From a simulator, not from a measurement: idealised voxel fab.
process module | voxel gate over fins
FYI the section here is cut, 165 nm wide, cells are 5 nm squares.
A cross-section in this document is a grid of square cells, and it is written down as bands, the top band listed before the ones below it; a band is made up of one or more rows of cells.
Per band: top height and bottom height in nm, followed by the left-to-right materials and their widths in nm; "all across" marks a single material spanning edge to edge, "blank" marks empty space.
Below 0: as-received wafer, all one material; heights counted from there. Lowest band: no bottom, goes on down, written "top 0, no bottom".
The notation "30->40" denotes a width that varies across the rows of cells in the band, beginning at the first number in the top row, finishing at the second number in the bottom row, and changing by an identical amount from each row to the next.
"no alterations made" (step): cross-section cells unchanged, all of them.
"Closed-off voids" means: voids of 8 cells or more that are shut off from the top with no open way through. Written width x height at distance, distance from the left edge, in nm.
Formally, on a step line, whatever follows the settings is a remark that the simulator itself makes on the step.
For masked steps, "overlay nm" on the step line gives how far right of plan the mask actually lay; a minus sign means it lay to the left.
### Process steps (planned)
| 1 | RECEIVE, material Si |
| 2 | CONFORMAL_DEP, material SiN, thk nm 5 |
| 3 | DIRECTIONAL_DEP, material aC, thk nm 15 |
| 4 | PATTERN, tone cover, mask id FINS, material resist, width nm 15, pitch nm 40, thk nm 35, overlay nm 0 |
| 5 | DIRECTIONAL_ETCH, etch materials aC, depth nm 15 |
| 6 | STRIP, etch materials resist |
| 7 | DIRECTIONAL_ETCH, etch materials SiN, depth nm 5 |
| 8 | DIRECTIONAL_ETCH, etch materials Si, depth nm 35 |
| 9 | STRIP, etch materials aC |
| 10 | FILL_DEP, material SiO2, thk nm 5 |
| 11 | CMP, height nm 5 |
| 12 | SELECTIVE_ETCH, etch materials SiO2, depth nm 15 |
| 13 | STRIP, etch materials SiN |
| 14 | CONFORMAL_DEP, material HfO2, thk nm 5 |
| 15 | CONFORMAL_DEP, material TiN, thk nm 5 |
| 16 | FILL_DEP, material W, thk nm 15 |
| 17 | CMP, height nm 20 |
| 18 | CONFORMAL_DEP, material SiN, thk nm 10 |
### First of two wafers - as planned
### As received (post step 1): cross-section
    top 0, no bottom | Si all across
    Closed-off voids: none
### State of the wafer after step 2, shown in cross-section
    top 5, bottom 0 | SiN all across
    No changes below 0.
### State of the wafer after step 3, shown in cross-section
    top 20, bottom 5 | aC all across
    No changes below 5.
### State of the wafer after step 4, shown in cross-section
    top 55, bottom 20 | blank: 15; resist: 15; blank: 25; resist: 15; blank: 25; resist: 15; blank: 25; resist: 15; blank: 15
    No changes below 20.
### State of the wafer after step 5, shown in cross-section
    top 40, bottom 20 | blank: 15; resist: 15; blank: 25; resist: 15; blank: 25; resist: 15; blank: 25; resist: 15; blank: 15
    top 20, bottom 5 | blank: 15; aC: 15; blank: 25; aC: 15; blank: 25; aC: 15; blank: 25; aC: 15; blank: 15
    No changes below 5.
### State of the wafer after step 6, shown in cross-section
    top 20, bottom 5 | blank: 15; aC: 15; blank: 25; aC: 15; blank: 25; aC: 15; blank: 25; aC: 15; blank: 15
    No changes below 5.
### State of the wafer after step 7, shown in cross-section
    top 20, bottom 5 | blank: 15; aC: 15; blank: 25; aC: 15; blank: 25; aC: 15; blank: 25; aC: 15; blank: 15
    top 5, bottom 0 | blank: 15; SiN: 15; blank: 25; SiN: 15; blank: 25; SiN: 15; blank: 25; SiN: 15; blank: 15
    No changes below 0.
### State of the wafer after step 8, shown in cross-section
    top 20, bottom 5 | blank: 15; aC: 15; blank: 25; aC: 15; blank: 25; aC: 15; blank: 25; aC: 15; blank: 15
    top 5, bottom 0 | blank: 15; SiN: 15; blank: 25; SiN: 15; blank: 25; SiN: 15; blank: 25; SiN: 15; blank: 15
    top 0, bottom -35 | blank: 15; Si: 15; blank: 25; Si: 15; blank: 25; Si: 15; blank: 25; Si: 15; blank: 15
    No changes below -35.
### State of the wafer after step 9, shown in cross-section
    top 5, bottom 0 | blank: 15; SiN: 15; blank: 25; SiN: 15; blank: 25; SiN: 15; blank: 25; SiN: 15; blank: 15
    No changes below 0.
### State of the wafer after step 10, shown in cross-section
    top 10, bottom 5 | SiO2 all across
    top 5, bottom 0 | SiO2: 15; SiN: 15; SiO2: 25; SiN: 15; SiO2: 25; SiN: 15; SiO2: 25; SiN: 15; SiO2: 15
    top 0, bottom -35 | SiO2: 15; Si: 15; SiO2: 25; Si: 15; SiO2: 25; Si: 15; SiO2: 25; Si: 15; SiO2: 15
    No changes below -35.
### State of the wafer after step 11, shown in cross-section
    top 5, bottom 0 | SiO2: 15; SiN: 15; SiO2: 25; SiN: 15; SiO2: 25; SiN: 15; SiO2: 25; SiN: 15; SiO2: 15
    No changes below 0.
### State of the wafer after step 12, shown in cross-section
    top 5, bottom 0 | blank: 15; SiN: 15; blank: 25; SiN: 15; blank: 25; SiN: 15; blank: 25; SiN: 15; blank: 15
    top 0, bottom -10 | blank: 15; Si: 15; blank: 25; Si: 15; blank: 25; Si: 15; blank: 25; Si: 15; blank: 15
    No changes below -10.
### State of the wafer after step 13, shown in cross-section
    top 0, bottom -10 | blank: 15; Si: 15; blank: 25; Si: 15; blank: 25; Si: 15; blank: 25; Si: 15; blank: 15
    No changes below -10.
### State of the wafer after step 14, shown in cross-section
    top 5, bottom 0 | blank: 10; HfO2: 25; blank: 15; HfO2: 25; blank: 15; HfO2: 25; blank: 15; HfO2: 25; blank: 10
    top 0, bottom -5 | blank: 10; HfO2: 5; Si: 15; HfO2: 5; blank: 15; HfO2: 5; Si: 15; HfO2: 5; blank: 15; HfO2: 5; Si: 15; HfO2: 5; blank: 15; HfO2: 5; Si: 15; HfO2: 5; blank: 10
    top -5, bottom -10 | HfO2: 15; Si: 15; HfO2: 25; Si: 15; HfO2: 25; Si: 15; HfO2: 25; Si: 15; HfO2: 15
    No changes below -10.
### State of the wafer after step 15, shown in cross-section
    top 10, bottom 5 | blank: 5; TiN: 35; blank: 5; TiN: 35; blank: 5; TiN: 35; blank: 5; TiN: 35; blank: 5
    top 5, bottom 0 | blank: 5; TiN: 5; HfO2: 25; TiN: 5; blank: 5; TiN: 5; HfO2: 25; TiN: 5; blank: 5; TiN: 5; HfO2: 25; TiN: 5; blank: 5; TiN: 5; HfO2: 25; TiN: 5; blank: 5
    top 0, bottom -5 | TiN: 10; HfO2: 5; Si: 15; HfO2: 5; TiN: 15; HfO2: 5; Si: 15; HfO2: 5; TiN: 15; HfO2: 5; Si: 15; HfO2: 5; TiN: 15; HfO2: 5; Si: 15; HfO2: 5; TiN: 10
    No changes below -5.
### State of the wafer after step 16, shown in cross-section
    top 25, bottom 10 | W all across
    top 10, bottom 5 | W: 5; TiN: 35; W: 5; TiN: 35; W: 5; TiN: 35; W: 5; TiN: 35; W: 5
    top 5, bottom 0 | W: 5; TiN: 5; HfO2: 25; TiN: 5; W: 5; TiN: 5; HfO2: 25; TiN: 5; W: 5; TiN: 5; HfO2: 25; TiN: 5; W: 5; TiN: 5; HfO2: 25; TiN: 5; W: 5
    No changes below 0.
### State of the wafer after step 17, shown in cross-section
    top 20, bottom 10 | W all across
    No changes below 10.
### State of the wafer after step 18, shown in cross-section
    top 30, bottom 20 | SiN all across
    No changes below 20.
### Now the other wafer: same start, same recipe, but we messed up one thing when running it. Up to and including step 17 it's the same as the first one
### What the second wafer looks like in cross-section when step 18 should have wrapped up
    top 30, bottom 20 | TiN all across
    No changes below 20.
Deviation from plan: heads up, step 18 didn't go per plan, it actually ran as CONFORMAL_DEP, material TiN, thk nm 10
Counted in cells at the end, the second wafer holds more or fewer of these materials than the first: -66 SiN, +66 TiN
